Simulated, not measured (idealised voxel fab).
The following is a process module called voxel self aligned contacts.
Cross-sectional view cut (width: 160 nm; square cell size: 5 nm).
Notation: cross-section as square-cell grid; stated in bands, top first, going down; one or more cell rows per band.
What a band's entry tells you: where the top is and where the bottom is, as heights in nm, and after that what lies inside, material by material from left to right, each with its width in nm. Empty space is written as the word "empty", and a single material marked with the word "all across" occupies the band from edge to edge.
For the purposes of this specification, 0 denotes the height below which the wafer in its as-received condition is composed wholly of one material, and the lowermost band, lacking a lower limit, extends downward without end, as expressed in "0 down".
The two numbers in a width such as "30 to 40" mark its ends across the band: the first belongs to the top row of cells, the second to the bottom row, and from each row to the next the width moves by the same amount.
You'll sometimes find "all unchanged" written for a step, and that's the way of saying that nowhere in the cross-section did a cell change during that step.
Reported under the label "Listed closed voids" are the empty spaces having no open way to the top and comprising 8 cells or more; the notation for each is width x height at distance, in which the distance is measured from the left edge and all three values are in nm.
On each step's line, the part that comes after the settings is the simulator's own comment on the step.
overlay nm: how far to the right of its planned place the mask lay on this masked step (negative: to the left).

### Planned process steps
| 1 | RECEIVE with material Si |
| 2 | CONFORMAL_DEP with material SiO2, thk nm 5 |
| 3 | DIRECTIONAL_DEP with material polySi, thk nm 20 |
| 4 | DIRECTIONAL_DEP with material SiN, thk nm 15 |
| 5 | DIRECTIONAL_DEP with material aC, thk nm 15 |
| 6 | PATTERN with tone cover, mask id GATE, material resist, width nm 30, pitch nm 65, thk nm 30, overlay nm -15 |
| 7 | DIRECTIONAL_ETCH with etch materials aC, depth nm 15 |
| 8 | STRIP with etch materials resist |
| 9 | DIRECTIONAL_ETCH with etch materials SiN, depth nm 15 |
| 10 | DIRECTIONAL_ETCH with etch materials polySi, depth nm 20 |
| 11 | STRIP with etch materials aC |
| 12 | CONFORMAL_DEP with material SiN, thk nm 5 |
| 13 | DIRECTIONAL_ETCH with etch materials SiN, depth nm 5 |
| 14 | FILL_DEP with material SiO2, thk nm 15 |
| 15 | CMP with height nm 45 |
| 16 | DIRECTIONAL_DEP with material aC, thk nm 15 |
| 17 | PATTERN with tone open, mask id CONTACT, material resist, width nm 45, thk nm 30, overlay nm 0 |
| 18 | DIRECTIONAL_ETCH with etch materials aC, depth nm 15 |
| 19 | STRIP with etch materials resist |
| 20 | DIRECTIONAL_ETCH with etch materials SiO2, depth nm 45 |
| 21 | STRIP with etch materials aC |
| 22 | CONFORMAL_DEP with material TiN, thk nm 5 |
| 23 | FILL_DEP with material W, thk nm 10 |
| 24 | CMP with height nm 45 |
| 25 | CONFORMAL_DEP with material SiCN, thk nm 5 |
The plan's step 6 overlay nm is the first wafer's value; the wafers differ in this setting and start identical.

### Cross-section of the first of several wafers as received (after step 1)
* 0 down: Si all across
* Listed closed voids: none

### Per wafer (row), end of module: delta in cells per material since receipt, (+) for gained, (-) for lost; closed voids after that
overlay nm -15; +32 SiCN; +64 SiN; +135 SiO2; +25 TiN; +16 W; +48 polySi; Listed closed voids: none
overlay nm -10; +32 SiCN; +64 SiN; +127 SiO2; +25 TiN; +24 W; +48 polySi; Listed closed voids: none
overlay nm -5; +32 SiCN; +64 SiN; +127 SiO2; +25 TiN; +24 W; +48 polySi; Listed closed voids: none
overlay nm 0; +32 SiCN; +64 SiN; +127 SiO2; +25 TiN; +24 W; +48 polySi; Listed closed voids: none
overlay nm 5; +32 SiCN; +64 SiN; +127 SiO2; +25 TiN; +24 W; +48 polySi; Listed closed voids: none
overlay nm 10; +32 SiCN; +64 SiN; +127 SiO2; +25 TiN; +24 W; +48 polySi; Listed closed voids: none
overlay nm 15; +32 SiCN; +64 SiN; +135 SiO2; +25 TiN; +16 W; +48 polySi; Listed closed voids: none
